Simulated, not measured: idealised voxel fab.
process module | voxel transistor to metal
cross-section cut | 205 nm wide | cells 5 nm
A cross-section is a grid of square cells, given in bands from the top down. A band is one or more rows of cells.
Each band's line starts with the height of the band's top and of its bottom, in nm. Then come its materials from left to right, each with its width in nm. One material with "throughout" fills the band from edge to edge. "air" is empty space.
Height 0 is the level under which the wafer as received is all one material. The lowest band goes on downwards, as in "0 down".
A width such as "30 to 40" changes by the same amount from each row of cells to the next, from the band's top row to its bottom row.
"no change" after a step means that no cell of the cross-section changed.
closed voids: empty space of 8 cells or more with no open way to the top, each as width x height at its distance from the left edge, in nm
after a step's settings: what the simulator itself notes on the step
overlay nm, on a step with a mask: how far to the right of its planned place the mask lay; to the left if negative
Each pair below shows a cross-section before one step and the cross-section after it, down to the lowest band that changed. The line under each pair gives the step between them, with its settings. The pairs can come from different runs of this module on the same starting wafer, so a pair continues from the pair above only where its "before" says so.
before
  0 down: Si throughout
  closed voids: none
after
  5 to 0: SiO2 throughout
  below 0: unchanged
  closed voids: none
the step between: op CONFORMAL_DEP | material SiO2 | thk nm 5
before: the cross-section after the pair above
after
  15 to 5: SiN throughout
  below 5: unchanged
  closed voids: none
the step between: op CONFORMAL_DEP | material SiN | thk nm 10
before: the cross-section after the pair above
after
  25 to 15: aC throughout
  below 15: unchanged
  closed voids: none
the step between: op DIRECTIONAL_DEP | material aC | thk nm 10
before: the cross-section after the pair above
after
  55 to 25: air 40 | resist 120 | air 45
  below 25: unchanged
  closed voids: none
the step between: op PATTERN | tone cover | mask id ACTIVE | material resist | width nm 120 | thk nm 30 | overlay nm 0
before: the cross-section after the pair above
after
  45 to 25: air 40 | resist 120 | air 45
  25 to 15: air 40 | aC 120 | air 45
  below 15: unchanged
  closed voids: none
the step between: op DIRECTIONAL_ETCH | etch materials aC | depth nm 10
before: the cross-section after the pair above
after
  25 to 15: air 40 | aC 120 | air 45
  below 15: unchanged
  closed voids: none
the step between: op STRIP | etch materials resist
before: the cross-section after the pair above
after
  25 to 15: air 40 | aC 120 | air 45
  15 to 5: air 40 | SiN 120 | air 45
  below 5: unchanged
  closed voids: none
the step between: op DIRECTIONAL_ETCH | etch materials SiN | depth nm 10
before: the cross-section after the pair above
after
  25 to 15: air 40 | aC 120 | air 45
  15 to 5: air 40 | SiN 120 | air 45
  5 to 0: air 40 | SiO2 120 | air 45
  below 0: unchanged
  closed voids: none
the step between: op DIRECTIONAL_ETCH | etch materials SiO2 | depth nm 5
before: the cross-section after the pair above
after
  25 to 15: air 40 | aC 120 | air 45
  15 to 5: air 40 | SiN 120 | air 45
  5 to 0: air 40 | SiO2 120 | air 45
  0 to -30: air 40 | Si 120 | air 45
  below -30: unchanged
  closed voids: none
the step between: op DIRECTIONAL_ETCH | etch materials Si | depth nm 30
before: the cross-section after the pair above
after
  15 to 5: air 40 | SiN 120 | air 45
  below 5: unchanged
  closed voids: none
the step between: op STRIP | etch materials aC
before: the cross-section after the pair above
after
  25 to 15: SiO2 throughout
  15 to 5: SiO2 40 | SiN 120 | SiO2 45
  5 to 0: SiO2 throughout
  0 to -30: SiO2 40 | Si 120 | SiO2 45
  below -30: unchanged
  closed voids: none
the step between: op FILL_DEP | material SiO2 | thk nm 10
before: the cross-section after the pair above
after
  15 to 5: SiO2 40 | SiN 120 | SiO2 45
  below 5: unchanged
  closed voids: none
the step between: op CMP | height nm 15
before: the cross-section after the pair above
after
  15 to 10: air 40 | SiN 120 | air 45
  below 10: unchanged
  closed voids: none
the step between: op SELECTIVE_ETCH | etch materials SiO2 | depth nm 5
before: the cross-section after the pair above
after
  10 to 5: SiO2 40 | air 120 | SiO2 45
  below 5: unchanged
  closed voids: none
the step between: op STRIP | etch materials SiN
before: the cross-section after the pair above
after
  5 to 0: SiO2 35 | air 130 | SiO2 40
  below 0: unchanged
  closed voids: none
the step between: op SELECTIVE_ETCH | etch materials SiO2 | depth nm 5
before: the cross-section after the pair above
after
  5 to 0: SiO2 35 | air 130 | SiO2 40
  0 to -5: SiO2 throughout
  below -5: unchanged
  closed voids: none
the step between: op OXIDIZE | depth nm 5
before: the cross-section after the pair above
after
  35 to 30: polySi 35 | air 130 | polySi 40
  30 to 5: polySi throughout
  5 to 0: SiO2 35 | polySi 130 | SiO2 40
  below 0: unchanged
  closed voids: none
the step between: op DIRECTIONAL_DEP | material polySi | thk nm 30
before: the cross-section after the pair above
after
  50 to 45: SiCN 35 | air 130 | SiCN 40
  45 to 35: SiCN throughout
  35 to 30: polySi 35 | SiCN 130 | polySi 40
  below 30: unchanged
  closed voids: none
the step between: op DIRECTIONAL_DEP | material SiCN | thk nm 15
before: the cross-section after the pair above
after
  45 to 35: air 90 | SiCN 20 | air 95
  35 to 30: polySi 35 | air 55 | SiCN 20 | air 55 | polySi 40
  below 30: unchanged
  closed voids: none
the step between: op MASKED_ETCH | tone cover | mask id GATE | width nm 20 | etch materials SiCN | depth nm 25 | overlay nm 0
before: the cross-section after the pair above
after
  45 to 30: air 90 | SiCN 20 | air 95
  30 to 5: air 90 | polySi 20 | air 95
  5 to 0: SiO2 35 | air 55 | polySi 20 | air 55 | SiO2 40
  below 0: unchanged
  closed voids: none
the step between: op MASKED_ETCH | tone cover | mask id GATE | width nm 20 | etch materials polySi | depth nm 40 | overlay nm 0
before: the cross-section after the pair above
after
  50 to 45: air 85 | SiN 30 | air 90
  45 to 30: air 85 | SiN 5 | SiCN 20 | SiN 5 | air 90
  30 to 10: air 85 | SiN 5 | polySi 20 | SiN 5 | air 90
  10 to 5: SiN 40 | air 45 | SiN 5 | polySi 20 | SiN 5 | air 45 | SiN 45
  5 to 0: SiO2 35 | SiN 55 | polySi 20 | SiN 55 | SiO2 40
  below 0: unchanged
  closed voids: none
the step between: op CONFORMAL_DEP | material SiN | thk nm 5
before: the cross-section after the pair above
after
  45 to 30: air 85 | SiN 5 | SiCN 20 | SiN 5 | air 90
  30 to 5: air 85 | SiN 5 | polySi 20 | SiN 5 | air 90
  5 to 0: SiO2 35 | SiN 5 | air 45 | SiN 5 | polySi 20 | SiN 5 | air 45 | SiN 5 | SiO2 40
  below 0: unchanged
  closed voids: none
the step between: op DIRECTIONAL_ETCH | etch materials SiN | depth nm 5
before: the cross-section after the pair above
after
  45 to 30: air 85 | SiN 5 | SiCN 20 | SiN 5 | air 90
  30 to 5: air 85 | SiN 5 | polySi 20 | SiN 5 | air 90
  5 to 0: air 35 | SiN 5 | air 45 | SiN 5 | polySi 20 | SiN 5 | air 45 | SiN 5 | air 40
  0 to -5: SiO2 40 | air 45 | SiO2 30 | air 45 | SiO2 45
  below -5: unchanged
  closed voids: none
the step between: op DIRECTIONAL_ETCH | etch materials SiO2 | depth nm 5
before: the cross-section after the pair above
after
  45 to 30: air 85 | SiN 5 | SiCN 20 | SiN 5 | air 90
  30 to 5: air 85 | SiN 5 | polySi 20 | SiN 5 | air 90
  5 to 0: air 35 | SiN 5 | air 45 | SiN 5 | polySi 20 | SiN 5 | air 45 | SiN 5 | air 40
  0 to -5: SiO2 40 | air 45 | SiO2 30 | air 45 | SiO2 45
  -5 to -10: SiO2 40 | air 45 | Si 30 | air 45 | SiO2 45
  below -10: unchanged
  closed voids: none
the step between: op DIRECTIONAL_ETCH | etch materials Si | depth nm 5
before: the cross-section after the pair above
after
  45 to 30: air 85 | SiN 5 | SiCN 20 | SiN 5 | air 90
  30 to 5: air 85 | SiN 5 | polySi 20 | SiN 5 | air 90
  5 to 0: air 35 | SiN 5 | air 35 | SiGe 10 | SiN 5 | polySi 20 | SiN 5 | SiGe 10 | air 35 | SiN 5 | air 40
  0 to -5: SiO2 40 | SiGe 45 | SiO2 30 | SiGe 45 | SiO2 45
  -5 to -10: SiO2 40 | SiGe 45 | Si 30 | SiGe 45 | SiO2 45
  below -10: unchanged
  closed voids: none
the step between: op EPI | material SiGe | thk nm 10
before: the cross-section after the pair above
after
  50 to 45: SiO2 throughout
  45 to 30: SiO2 85 | SiN 5 | SiCN 20 | SiN 5 | SiO2 90
  30 to 5: SiO2 85 | SiN 5 | polySi 20 | SiN 5 | SiO2 90
  5 to 0: SiO2 35 | SiN 5 | SiO2 35 | SiGe 10 | SiN 5 | polySi 20 | SiN 5 | SiGe 10 | SiO2 35 | SiN 5 | SiO2 40
  below 0: unchanged
  closed voids: none
the step between: op FILL_DEP | material SiO2 | thk nm 5
before: the cross-section after the pair above
after
  45 to 30: SiO2 85 | SiN 5 | SiCN 20 | SiN 5 | SiO2 90
  below 30: unchanged
  closed voids: none
the step between: op CMP | height nm 45
before: the cross-section after the pair above
after
  55 to 45: SiO2 throughout
  below 45: unchanged
  closed voids: none
the step between: op DIRECTIONAL_DEP | material SiO2 | thk nm 10
before: the cross-section after the pair above
after
  75 to 55: resist 50 | air 20 | resist 60 | air 20 | resist 55
  below 55: unchanged
  closed voids: none
the step between: op PATTERN | tone open | mask id CONTACT | material resist | width nm 20 | pitch nm 80 | thk nm 20 | overlay nm 0
before: the cross-section after the pair above
after
  75 to 55: resist 50 | air 20 | resist 60 | air 20 | resist 55
  55 to 45: SiO2 50 | air 20 | SiO2 60 | air 20 | SiO2 55
  45 to 30: SiO2 50 | air 20 | SiO2 15 | SiN 5 | SiCN 20 | SiN 5 | SiO2 15 | air 20 | SiO2 55
  30 to 5: SiO2 50 | air 20 | SiO2 15 | SiN 5 | polySi 20 | SiN 5 | SiO2 15 | air 20 | SiO2 55
  5 to 0: SiO2 35 | SiN 5 | SiO2 10 | air 20 | SiO2 5 | SiGe 10 | SiN 5 | polySi 20 | SiN 5 | SiGe 10 | SiO2 5 | air 20 | SiO2 10 | SiN 5 | SiO2 40
  below 0: unchanged
  closed voids: none
the step between: op DIRECTIONAL_ETCH | etch materials SiO2 | depth nm 55
before: the cross-section after the pair above
after
  55 to 45: SiO2 50 | air 20 | SiO2 60 | air 20 | SiO2 55
  below 45: unchanged
  closed voids: none
the step between: op STRIP | etch materials resist
before: the cross-section after the pair above
after
  60 to 55: TiN 55 | air 10 | TiN 70 | air 10 | TiN 60
  55 to 45: SiO2 50 | TiN 5 | air 10 | TiN 5 | SiO2 60 | TiN 5 | air 10 | TiN 5 | SiO2 55
  45 to 30: SiO2 50 | TiN 5 | air 10 | TiN 5 | SiO2 15 | SiN 5 | SiCN 20 | SiN 5 | SiO2 15 | TiN 5 | air 10 | TiN 5 | SiO2 55
  30 to 5: SiO2 50 | TiN 5 | air 10 | TiN 5 | SiO2 15 | SiN 5 | polySi 20 | SiN 5 | SiO2 15 | TiN 5 | air 10 | TiN 5 | SiO2 55
  5 to 0: SiO2 35 | SiN 5 | SiO2 10 | TiN 20 | SiO2 5 | SiGe 10 | SiN 5 | polySi 20 | SiN 5 | SiGe 10 | SiO2 5 | TiN 20 | SiO2 10 | SiN 5 | SiO2 40
  below 0: unchanged
  closed voids: none
the step between: op CONFORMAL_DEP | material TiN | thk nm 5
before: the cross-section after the pair above
after
  70 to 60: W throughout
  60 to 55: TiN 55 | W 10 | TiN 70 | W 10 | TiN 60
  55 to 45: SiO2 50 | TiN 5 | W 10 | TiN 5 | SiO2 60 | TiN 5 | W 10 | TiN 5 | SiO2 55
  45 to 30: SiO2 50 | TiN 5 | W 10 | TiN 5 | SiO2 15 | SiN 5 | SiCN 20 | SiN 5 | SiO2 15 | TiN 5 | W 10 | TiN 5 | SiO2 55
  30 to 5: SiO2 50 | TiN 5 | W 10 | TiN 5 | SiO2 15 | SiN 5 | polySi 20 | SiN 5 | SiO2 15 | TiN 5 | W 10 | TiN 5 | SiO2 55
  below 5: unchanged
  closed voids: none
the step between: op FILL_DEP | material W | thk nm 10
before: the cross-section after the pair above
after
  55 to 45: SiO2 50 | TiN 5 | W 10 | TiN 5 | SiO2 60 | TiN 5 | W 10 | TiN 5 | SiO2 55
  below 45: unchanged
  closed voids: none
the step between: op CMP | height nm 55
before: the cross-section after the pair above
after
  60 to 55: TiN throughout
  below 55: unchanged
  closed voids: none
the step between: op DIRECTIONAL_DEP | material TiN | thk nm 5
before: the cross-section after the pair above
after
  75 to 60: W throughout
  below 60: unchanged
  closed voids: none
the step between: op DIRECTIONAL_DEP | material W | thk nm 15
before: the cross-section after the pair above
after
  85 to 75: aC throughout
  below 75: unchanged
  closed voids: none
the step between: op DIRECTIONAL_DEP | material aC | thk nm 10
before: the cross-section after the pair above
after
  115 to 85: air 50 | resist 20 | air 60 | resist 20 | air 55
  below 85: unchanged
  closed voids: none
the step between: op PATTERN | tone cover | mask id METAL_1 | material resist | width nm 20 | pitch nm 80 | thk nm 30 | overlay nm 0
before: the cross-section after the pair above
after
  105 to 85: air 50 | resist 20 | air 60 | resist 20 | air 55
  85 to 75: air 50 | aC 20 | air 60 | aC 20 | air 55
  below 75: unchanged
  closed voids: none
the step between: op DIRECTIONAL_ETCH | etch materials aC | depth nm 10
before: the cross-section after the pair above
after
  85 to 75: air 50 | aC 20 | air 60 | aC 20 | air 55
  below 75: unchanged
  closed voids: none
the step between: op STRIP | etch materials resist
before: the cross-section after the pair above
after
  85 to 75: air 50 | aC 20 | air 60 | aC 20 | air 55
  75 to 60: air 50 | W 20 | air 60 | W 20 | air 55
  below 60: unchanged
  closed voids: none
the step between: op DIRECTIONAL_ETCH | etch materials W | depth nm 15
before: the cross-section after the pair above
after
  85 to 75: air 50 | aC 20 | air 60 | aC 20 | air 55
  75 to 60: air 50 | W 20 | air 60 | W 20 | air 55
  60 to 55: air 50 | TiN 20 | air 60 | TiN 20 | air 55
  below 55: unchanged
  closed voids: none
the step between: op DIRECTIONAL_ETCH | etch materials TiN | depth nm 5
before: the cross-section after the pair above
after
  75 to 60: air 50 | W 20 | air 60 | W 20 | air 55
  below 60: unchanged
  closed voids: none
the step between: op STRIP | etch materials aC
before: the cross-section after the pair above
after
  80 to 75: air 45 | SiN 30 | air 50 | SiN 30 | air 50
  75 to 60: air 45 | SiN 5 | W 20 | SiN 5 | air 50 | SiN 5 | W 20 | SiN 5 | air 50
  60 to 55: SiN 50 | TiN 20 | SiN 60 | TiN 20 | SiN 55
  below 55: unchanged
  closed voids: none
the step between: op CONFORMAL_DEP | material SiN | thk nm 5
before: the cross-section after the pair above
after
  90 to 80: SiO2 throughout
  80 to 75: SiO2 45 | SiN 30 | SiO2 50 | SiN 30 | SiO2 50
  75 to 60: SiO2 45 | SiN 5 | W 20 | SiN 5 | SiO2 50 | SiN 5 | W 20 | SiN 5 | SiO2 50
  below 60: unchanged
  closed voids: none
the step between: op FILL_DEP | material SiO2 | thk nm 10
before: the cross-section after the pair above
after
  75 to 60: SiO2 45 | SiN 5 | W 20 | SiN 5 | SiO2 50 | SiN 5 | W 20 | SiN 5 | SiO2 50
  below 60: unchanged
  closed voids: none
the step between: op CMP | height nm 75
before: the cross-section after the pair above
after
  80 to 75: SiCN throughout
  below 75: unchanged
  closed voids: none
the step between: op CONFORMAL_DEP | material SiCN | thk nm 5
before: the cross-section after the pair above
after
  110 to 80: SiO2 throughout
  below 80: unchanged
  closed voids: none
the step between: op DIRECTIONAL_DEP | material SiO2 | thk nm 30
before: the cross-section after the pair above
after
  110 to 80: SiO2 50 | air 15 | SiO2 65 | air 15 | SiO2 60
  below 80: unchanged
  closed voids: none
the step between: op MASKED_ETCH | tone open | mask id METAL_2_HOLES | width nm 15 | pitch nm 80 | etch materials SiO2 | depth nm 30 | overlay nm 0
before: the cross-section after the pair above
after
  125 to 110: resist 50 | air 20 | resist 60 | air 20 | resist 55
  below 110: unchanged
  closed voids: none
the step between: op PATTERN | tone open | mask id METAL_2 | material resist | width nm 20 | pitch nm 80 | thk nm 15 | overlay nm 0
before: the cross-section after the pair above
after
  125 to 110: resist 50 | air 20 | resist 60 | air 20 | resist 55
  110 to 90: SiO2 50 | air 20 | SiO2 60 | air 20 | SiO2 55
  below 90: unchanged
  closed voids: none
the step between: op DIRECTIONAL_ETCH | etch materials SiO2 | depth nm 20
before: the cross-section after the pair above
after
  125 to 110: resist 50 | air 20 | resist 60 | air 20 | resist 55
  110 to 90: SiO2 50 | air 20 | SiO2 60 | air 20 | SiO2 55
  90 to 80: SiO2 50 | air 15 | SiO2 65 | air 15 | SiO2 60
  80 to 75: SiCN 50 | air 15 | SiCN 65 | air 15 | SiCN 60
  below 75: unchanged
  closed voids: none
the step between: op DIRECTIONAL_ETCH | etch materials SiCN | depth nm 5
before: the cross-section after the pair above
after
  110 to 90: SiO2 50 | air 20 | SiO2 60 | air 20 | SiO2 55
  below 90: unchanged
  closed voids: none
the step between: op STRIP | etch materials resist
before: the cross-section after the pair above
after
  115 to 110: TiN 55 | air 10 | TiN 70 | air 10 | TiN 60
  110 to 95: SiO2 50 | TiN 5 | air 10 | TiN 5 | SiO2 60 | TiN 5 | air 10 | TiN 5 | SiO2 55
  95 to 90: SiO2 50 | TiN 5 | air 5 | TiN 10 | SiO2 60 | TiN 5 | air 5 | TiN 10 | SiO2 55
  90 to 80: SiO2 50 | TiN 5 | air 5 | TiN 5 | SiO2 65 | TiN 5 | air 5 | TiN 5 | SiO2 60
  80 to 75: SiCN 50 | TiN 15 | SiCN 65 | TiN 15 | SiCN 60
  below 75: unchanged
  closed voids: none
the step between: op CONFORMAL_DEP | material TiN | thk nm 5
before: the cross-section after the pair above
after
  120 to 115: Cu throughout
  115 to 110: TiN 55 | Cu 10 | TiN 70 | Cu 10 | TiN 60
  110 to 95: SiO2 50 | TiN 5 | Cu 10 | TiN 5 | SiO2 60 | TiN 5 | Cu 10 | TiN 5 | SiO2 55
  95 to 90: SiO2 50 | TiN 5 | Cu 5 | TiN 10 | SiO2 60 | TiN 5 | Cu 5 | TiN 10 | SiO2 55
  90 to 80: SiO2 50 | TiN 5 | Cu 5 | TiN 5 | SiO2 65 | TiN 5 | Cu 5 | TiN 5 | SiO2 60
  below 80: unchanged
  closed voids: none
the step between: op FILL_DEP | material Cu | thk nm 5
before: the cross-section after the pair above
after
  110 to 95: SiO2 50 | TiN 5 | Cu 10 | TiN 5 | SiO2 60 | TiN 5 | Cu 10 | TiN 5 | SiO2 55
  below 95: unchanged
  closed voids: none
the step between: op CMP | height nm 110
before: the cross-section after the pair above
after
  115 to 110: SiCN throughout
  below 110: unchanged
  closed voids: none
the step between: op CONFORMAL_DEP | material SiCN | thk nm 5
before
  90 to 80: SiO2 throughout
  80 to 75: SiO2 45 | SiN 30 | SiO2 50 | SiN 30 | SiO2 50
  75 to 60: SiO2 45 | SiN 5 | W 20 | SiN 5 | SiO2 50 | SiN 5 | W 20 | SiN 5 | SiO2 50
  60 to 55: SiN 50 | TiN 20 | SiN 60 | TiN 20 | SiN 55
  55 to 45: SiO2 50 | TiN 5 | W 10 | TiN 5 | SiO2 60 | TiN 5 | W 10 | TiN 5 | SiO2 55
  45 to 30: SiO2 50 | TiN 5 | W 10 | TiN 5 | SiO2 15 | SiN 5 | SiCN 20 | SiN 5 | SiO2 15 | TiN 5 | W 10 | TiN 5 | SiO2 55
  30 to 5: SiO2 50 | TiN 5 | W 10 | TiN 5 | SiO2 15 | SiN 5 | polySi 20 | SiN 5 | SiO2 15 | TiN 5 | W 10 | TiN 5 | SiO2 55
  5 to 0: SiO2 35 | SiN 5 | SiO2 10 | TiN 20 | SiO2 5 | SiGe 10 | SiN 5 | polySi 20 | SiN 5 | SiGe 10 | SiO2 5 | TiN 20 | SiO2 10 | SiN 5 | SiO2 40
  0 to -5: SiO2 40 | SiGe 45 | SiO2 30 | SiGe 45 | SiO2 45
  -5 to -10: SiO2 40 | SiGe 45 | Si 30 | SiGe 45 | SiO2 45
  -10 to -30: SiO2 40 | Si 120 | SiO2 45
  -30 down: Si throughout
  closed voids: none
after
  95 to 90: SiCN throughout
  below 90: unchanged
  closed voids: none
the step between: op CONFORMAL_DEP | material SiCN | thk nm 5
before: the cross-section after the pair above
after
  125 to 95: SiO2 throughout
  below 95: unchanged
  closed voids: none
the step between: op DIRECTIONAL_DEP | material SiO2 | thk nm 30
before: the cross-section after the pair above
after
  125 to 95: SiO2 50 | air 15 | SiO2 65 | air 15 | SiO2 60
  below 95: unchanged
  closed voids: none
the step between: op MASKED_ETCH | tone open | mask id METAL_2_HOLES | width nm 15 | pitch nm 80 | etch materials SiO2 | depth nm 30 | overlay nm 0
before: the cross-section after the pair above
after
  140 to 125: resist 50 | air 20 | resist 60 | air 20 | resist 55
  below 125: unchanged
  closed voids: none
the step between: op PATTERN | tone open | mask id METAL_2 | material resist | width nm 20 | pitch nm 80 | thk nm 15 | overlay nm 0
before: the cross-section after the pair above
after
  140 to 125: resist 50 | air 20 | resist 60 | air 20 | resist 55
  125 to 105: SiO2 50 | air 20 | SiO2 60 | air 20 | SiO2 55
  below 105: unchanged
  closed voids: none
the step between: op DIRECTIONAL_ETCH | etch materials SiO2 | depth nm 20
before: the cross-section after the pair above
after
  140 to 125: resist 50 | air 20 | resist 60 | air 20 | resist 55
  125 to 105: SiO2 50 | air 20 | SiO2 60 | air 20 | SiO2 55
  105 to 95: SiO2 50 | air 15 | SiO2 65 | air 15 | SiO2 60
  95 to 90: SiCN 50 | air 15 | SiCN 65 | air 15 | SiCN 60
  below 90: unchanged
  closed voids: none
the step between: op DIRECTIONAL_ETCH | etch materials SiCN | depth nm 5
before: the cross-section after the pair above
after
  125 to 105: SiO2 50 | air 20 | SiO2 60 | air 20 | SiO2 55
  below 105: unchanged
  closed voids: none
the step between: op STRIP | etch materials resist
before: the cross-section after the pair above
after
  130 to 125: TiN 55 | air 10 | TiN 70 | air 10 | TiN 60
  125 to 110: SiO2 50 | TiN 5 | air 10 | TiN 5 | SiO2 60 | TiN 5 | air 10 | TiN 5 | SiO2 55
  110 to 105: SiO2 50 | TiN 5 | air 5 | TiN 10 | SiO2 60 | TiN 5 | air 5 | TiN 10 | SiO2 55
  105 to 95: SiO2 50 | TiN 5 | air 5 | TiN 5 | SiO2 65 | TiN 5 | air 5 | TiN 5 | SiO2 60
  95 to 90: SiCN 50 | TiN 15 | SiCN 65 | TiN 15 | SiCN 60
  below 90: unchanged
  closed voids: none
the step between: op CONFORMAL_DEP | material TiN | thk nm 5
before: the cross-section after the pair above
after
  135 to 130: Cu throughout
  130 to 125: TiN 55 | Cu 10 | TiN 70 | Cu 10 | TiN 60
  125 to 110: SiO2 50 | TiN 5 | Cu 10 | TiN 5 | SiO2 60 | TiN 5 | Cu 10 | TiN 5 | SiO2 55
  110 to 105: SiO2 50 | TiN 5 | Cu 5 | TiN 10 | SiO2 60 | TiN 5 | Cu 5 | TiN 10 | SiO2 55
  105 to 95: SiO2 50 | TiN 5 | Cu 5 | TiN 5 | SiO2 65 | TiN 5 | Cu 5 | TiN 5 | SiO2 60
  below 95: unchanged
  closed voids: none
the step between: op FILL_DEP | material Cu | thk nm 5
before: the cross-section after the pair above
after
  110 to 105: SiO2 50 | TiN 5 | Cu 5 | TiN 10 | SiO2 60 | TiN 5 | Cu 5 | TiN 10 | SiO2 55
  below 105: unchanged
  closed voids: none
the step between: op CMP | height nm 110
before: the cross-section after the pair above
after
  115 to 110: SiCN throughout
  below 110: unchanged
  closed voids: none
the step between: op CONFORMAL_DEP | material SiCN | thk nm 5
before
  25 to 15: air 40 | aC 120 | air 45
  15 to 5: air 40 | SiN 120 | air 45
  5 to 0: air 40 | SiO2 120 | air 45
  0 to -30: air 40 | Si 120 | air 45
  -30 down: Si throughout
  closed voids: none
after
  25 to 15: air 40 | aC 120 | air 45
  15 to 5: air 40 | SiN 120 | air 45
  5 to 0: air 40 | SiO2 120 | air 45
  0 to -60: air 40 | Si 120 | air 45
  below -60: unchanged
  closed voids: none
the step between: op DIRECTIONAL_ETCH | etch materials Si | depth nm 30
before: the cross-section after the pair above
after
  15 to 5: air 40 | SiN 120 | air 45
  below 5: unchanged
  closed voids: none
the step between: op STRIP | etch materials aC
before: the cross-section after the pair above
after
  25 to 15: SiO2 throughout
  15 to 5: SiO2 40 | SiN 120 | SiO2 45
  5 to 0: SiO2 throughout
  0 to -60: SiO2 40 | Si 120 | SiO2 45
  below -60: unchanged
  closed voids: none
the step between: op FILL_DEP | material SiO2 | thk nm 10
before: the cross-section after the pair above
after
  15 to 5: SiO2 40 | SiN 120 | SiO2 45
  below 5: unchanged
  closed voids: none
the step between: op CMP | height nm 15
before: the cross-section after the pair above
after
  15 to 10: air 40 | SiN 120 | air 45
  below 10: unchanged
  closed voids: none
the step between: op SELECTIVE_ETCH | etch materials SiO2 | depth nm 5
before: the cross-section after the pair above
after
  10 to 5: SiO2 40 | air 120 | SiO2 45
  below 5: unchanged
  closed voids: none
the step between: op STRIP | etch materials SiN
before: the cross-section after the pair above
after
  5 to 0: SiO2 35 | air 130 | SiO2 40
  below 0: unchanged
  closed voids: none
the step between: op SELECTIVE_ETCH | etch materials SiO2 | depth nm 5
before: the cross-section after the pair above
after
  5 to 0: SiO2 35 | air 130 | SiO2 40
  0 to -5: SiO2 throughout
  below -5: unchanged
  closed voids: none
the step between: op OXIDIZE | depth nm 5
before: the cross-section after the pair above
after
  35 to 30: polySi 35 | air 130 | polySi 40
  30 to 5: polySi throughout
  5 to 0: SiO2 35 | polySi 130 | SiO2 40
  below 0: unchanged
  closed voids: none
the step between: op DIRECTIONAL_DEP | material polySi | thk nm 30
before: the cross-section after the pair above
after
  50 to 45: SiCN 35 | air 130 | SiCN 40
  45 to 35: SiCN throughout
  35 to 30: polySi 35 | SiCN 130 | polySi 40
  below 30: unchanged
  closed voids: none
the step between: op DIRECTIONAL_DEP | material SiCN | thk nm 15
before: the cross-section after the pair above
after
  45 to 35: air 90 | SiCN 20 | air 95
  35 to 30: polySi 35 | air 55 | SiCN 20 | air 55 | polySi 40
  below 30: unchanged
  closed voids: none
the step between: op MASKED_ETCH | tone cover | mask id GATE | width nm 20 | etch materials SiCN | depth nm 25 | overlay nm 0
before: the cross-section after the pair above
after
  45 to 30: air 90 | SiCN 20 | air 95
  30 to 5: air 90 | polySi 20 | air 95
  5 to 0: SiO2 35 | air 55 | polySi 20 | air 55 | SiO2 40
  below 0: unchanged
  closed voids: none
the step between: op MASKED_ETCH | tone cover | mask id GATE | width nm 20 | etch materials polySi | depth nm 40 | overlay nm 0
before: the cross-section after the pair above
after
  50 to 45: air 85 | SiN 30 | air 90
  45 to 30: air 85 | SiN 5 | SiCN 20 | SiN 5 | air 90
  30 to 10: air 85 | SiN 5 | polySi 20 | SiN 5 | air 90
  10 to 5: SiN 40 | air 45 | SiN 5 | polySi 20 | SiN 5 | air 45 | SiN 45
  5 to 0: SiO2 35 | SiN 55 | polySi 20 | SiN 55 | SiO2 40
  below 0: unchanged
  closed voids: none
the step between: op CONFORMAL_DEP | material SiN | thk nm 5
before: the cross-section after the pair above
after
  45 to 30: air 85 | SiN 5 | SiCN 20 | SiN 5 | air 90
  30 to 5: air 85 | SiN 5 | polySi 20 | SiN 5 | air 90
  5 to 0: SiO2 35 | SiN 5 | air 45 | SiN 5 | polySi 20 | SiN 5 | air 45 | SiN 5 | SiO2 40
  below 0: unchanged
  closed voids: none
the step between: op DIRECTIONAL_ETCH | etch materials SiN | depth nm 5
before: the cross-section after the pair above
after
  45 to 30: air 85 | SiN 5 | SiCN 20 | SiN 5 | air 90
  30 to 5: air 85 | SiN 5 | polySi 20 | SiN 5 | air 90
  5 to 0: air 35 | SiN 5 | air 45 | SiN 5 | polySi 20 | SiN 5 | air 45 | SiN 5 | air 40
  0 to -5: SiO2 40 | air 45 | SiO2 30 | air 45 | SiO2 45
  below -5: unchanged
  closed voids: none
the step between: op DIRECTIONAL_ETCH | etch materials SiO2 | depth nm 5
before: the cross-section after the pair above
after
  45 to 30: air 85 | SiN 5 | SiCN 20 | SiN 5 | air 90
  30 to 5: air 85 | SiN 5 | polySi 20 | SiN 5 | air 90
  5 to 0: air 35 | SiN 5 | air 45 | SiN 5 | polySi 20 | SiN 5 | air 45 | SiN 5 | air 40
  0 to -5: SiO2 40 | air 45 | SiO2 30 | air 45 | SiO2 45
  -5 to -10: SiO2 40 | air 45 | Si 30 | air 45 | SiO2 45
  below -10: unchanged
  closed voids: none
the step between: op DIRECTIONAL_ETCH | etch materials Si | depth nm 5
before: the cross-section after the pair above
after
  45 to 30: air 85 | SiN 5 | SiCN 20 | SiN 5 | air 90
  30 to 5: air 85 | SiN 5 | polySi 20 | SiN 5 | air 90
  5 to 0: air 35 | SiN 5 | air 35 | SiGe 10 | SiN 5 | polySi 20 | SiN 5 | SiGe 10 | air 35 | SiN 5 | air 40
  0 to -5: SiO2 40 | SiGe 45 | SiO2 30 | SiGe 45 | SiO2 45
  -5 to -10: SiO2 40 | SiGe 45 | Si 30 | SiGe 45 | SiO2 45
  below -10: unchanged
  closed voids: none
the step between: op EPI | material SiGe | thk nm 10
before: the cross-section after the pair above
after
  50 to 45: SiO2 throughout
  45 to 30: SiO2 85 | SiN 5 | SiCN 20 | SiN 5 | SiO2 90
  30 to 5: SiO2 85 | SiN 5 | polySi 20 | SiN 5 | SiO2 90
  5 to 0: SiO2 35 | SiN 5 | SiO2 35 | SiGe 10 | SiN 5 | polySi 20 | SiN 5 | SiGe 10 | SiO2 35 | SiN 5 | SiO2 40
  below 0: unchanged
  closed voids: none
the step between: op FILL_DEP | material SiO2 | thk nm 5
before: the cross-section after the pair above
after
  45 to 30: SiO2 85 | SiN 5 | SiCN 20 | SiN 5 | SiO2 90
  below 30: unchanged
  closed voids: none
the step between: op CMP | height nm 45
before: the cross-section after the pair above
after
  55 to 45: SiO2 throughout
  below 45: unchanged
  closed voids: none
the step between: op DIRECTIONAL_DEP | material SiO2 | thk nm 10
before: the cross-section after the pair above
after
  75 to 55: resist 50 | air 20 | resist 60 | air 20 | resist 55
  below 55: unchanged
  closed voids: none
the step between: op PATTERN | tone open | mask id CONTACT | material resist | width nm 20 | pitch nm 80 | thk nm 20 | overlay nm 0
